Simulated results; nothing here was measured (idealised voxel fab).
You're looking at the process module voxel ribs on slabs.
Xsec cut, 280 nm wide, square cell size 5 nm.
We lay out every cross-section as a grid of square cells and spell it out in bands from the top down, where one band means one or more rows of cells. Look at the band entry: it leads with the top's height and the bottom's height in nm. Then it lists the materials left to right, with a width in nm for each. The word "full width" on a single material says that material fills the band edge to edge. The word "blank" is empty space. Basically, 0 is our baseline, since under it the wafer straight out of the box is all one material. The bottom band has no lower end and keeps on going down, so it looks like "0 and below". Width "30 to 40": first value at the band's top row of cells, second value at its bottom row, equal change from row to row. "nothing altered", as given for a step, is the statement that not any cell of the cross-section underwent a change during that step. Under "Enclosed void catalog" you'll find the enclosed gaps, the ones with no way out to the top, that are 8 cells or bigger; each reads width x height at distance, with distance counted from the left edge, everything in nm. Formally, on a step line, whatever follows the settings is a remark that the simulator itself makes on the step. overlay nm: step with mask; distance mask lay right of planned place; negative value = left of planned place.
Listed below are the process steps as planned:
1 RECEIVE [material Si]
2 DIRECTIONAL_DEP [material SiO2] [thk nm 25]
3 DIRECTIONAL_DEP [material polySi] [thk nm 15]
4 DIRECTIONAL_DEP [material aC] [thk nm 10]
5 PATTERN [tone cover] [mask id RIB] [material resist] [width nm 15] [thk nm 30] [overlay nm 0]
6 DIRECTIONAL_ETCH [etch materials aC] [depth nm 10]
7 STRIP [etch materials resist]
8 DIRECTIONAL_ETCH [etch materials polySi] [depth nm 10]
9 STRIP [etch materials aC]
10 MASKED_ETCH [tone cover] [mask id SLAB] [width nm 45] [etch materials polySi] [depth nm 5] [overlay nm 0]
11 FILL_DEP [material SiO2] [thk nm 15]
12 CMP [height nm 50]
13 DIRECTIONAL_DEP [material TiN] [thk nm 5]
14 MASKED_ETCH [tone cover] [mask id HEATER] [width nm 25] [etch materials TiN] [depth nm 5] [overlay nm -15]
15 CONFORMAL_DEP [material SiO2] [thk nm 10]
Split variable: overlay nm, step 14. Plan value = first wafer. Wafers start alike.
Cut through the first of several wafers as received, post step 1:
    0 and below: Si full width
    Enclosed void catalog: none
Here is how to read the rows: every wafer has a row, and it shows the wafer at the end of the module, giving for each material how many cells were gained (+) or lost (-) since the wafer was received, then listing its closed voids:
overlay nm -15 | +661 SiO2 | +5 TiN | +15 polySi | Enclosed void catalog: none
overlay nm -10 | +661 SiO2 | +5 TiN | +15 polySi | Enclosed void catalog: none
overlay nm -5 | +661 SiO2 | +5 TiN | +15 polySi | Enclosed void catalog: none
overlay nm 0 | +661 SiO2 | +5 TiN | +15 polySi | Enclosed void catalog: none
overlay nm 5 | +661 SiO2 | +5 TiN | +15 polySi | Enclosed void catalog: none
overlay nm 10 | +661 SiO2 | +5 TiN | +15 polySi | Enclosed void catalog: none
overlay nm 15 | +661 SiO2 | +5 TiN | +15 polySi | Enclosed void catalog: none
